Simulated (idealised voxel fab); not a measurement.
Process module under the name voxel tone inversion
Shown is cross-section cut, with a width of 260 nm and square cells of size 5 nm.
We lay out every cross-section as a grid of square cells and spell it out in bands from the top down, where one band means one or more rows of cells.
Band: top height; bottom height; in nm. Then, left to right: material with width in nm, for each material. "edge to edge": a single material spanning edge to edge. "empty": empty space.
Heights are reckoned from 0. Under this level, the received wafer is all of one material. The bottommost band is open-ended downward, for example "z 0 and below".
Read "30..40" as a graded width: first number on top, second number at the bottom, same change between each pair of neighbouring rows.
Where the words "everything unchanged" appear for a step, the cross-section shows no cell changed by that step; every cell remained as before.
The label "Listed closed voids" introduces a list of the empty spaces, 8 cells or larger, that have no open way up to the top; each entry in it reads width x height at distance, where the distance is taken from the left edge and all three are stated in nm.
It should be noted that, on the line of a given step, the content following the step's settings is a remark produced by the simulator itself with respect to that step.
"overlay nm" on a masked step: distance the mask lay right of its planned place, negative for left.

# Here's what the planned process steps look like
1. RECEIVE | material Si
2. CONFORMAL_DEP | material SiCN | thk nm 10
3. DIRECTIONAL_DEP | material aC | thk nm 25
4. PATTERN | tone cover | mask id POSTS | material resist | width nm 25 | pitch nm 55 | thk nm 35 | overlay nm 0
5. DIRECTIONAL_ETCH | etch materials aC | depth nm 25
6. STRIP | etch materials resist
7. FILL_DEP | material SiO2 | thk nm 5
8. CMP | height nm 35
9. STRIP | etch materials aC

# This is the cross-section of the wafer as we received it, i.e. after step 1
	z 0 and below  Si edge to edge
	Listed closed voids: none

# Cross-sectional view of the first of the two wafers upon completion of the module, processed in accordance with the plan
	z 35 to 10  SiO2 60 nm / empty 25 nm / SiO2 30 nm / empty 25 nm / SiO2 30 nm / empty 25 nm / SiO2 65 nm
	z 10 to 0  SiCN edge to edge
	z 0 and below  Si edge to edge
	Listed closed voids: none

# Cross-section, wafer two of two, end of module: same start and plan as wafer one, one error in execution
	z 35 to 15  SiO2 60 nm / empty 25 nm / SiO2 30 nm / empty 25 nm / SiO2 30 nm / empty 25 nm / SiO2 65 nm
	z 15 to 0  SiCN edge to edge
	z 0 and below  Si edge to edge
	Listed closed voids: none
It is concluded that the wafer was processed incorrectly with respect to the plan, in that for step 2, the planned setting was not used; the step was instead run as CONFORMAL_DEP | material SiCN | thk nm 15
Upon completion, the second wafer contains, in terms of cells, a greater or smaller amount of certain materials than the first wafer: +52 SiCN, -37 SiO2
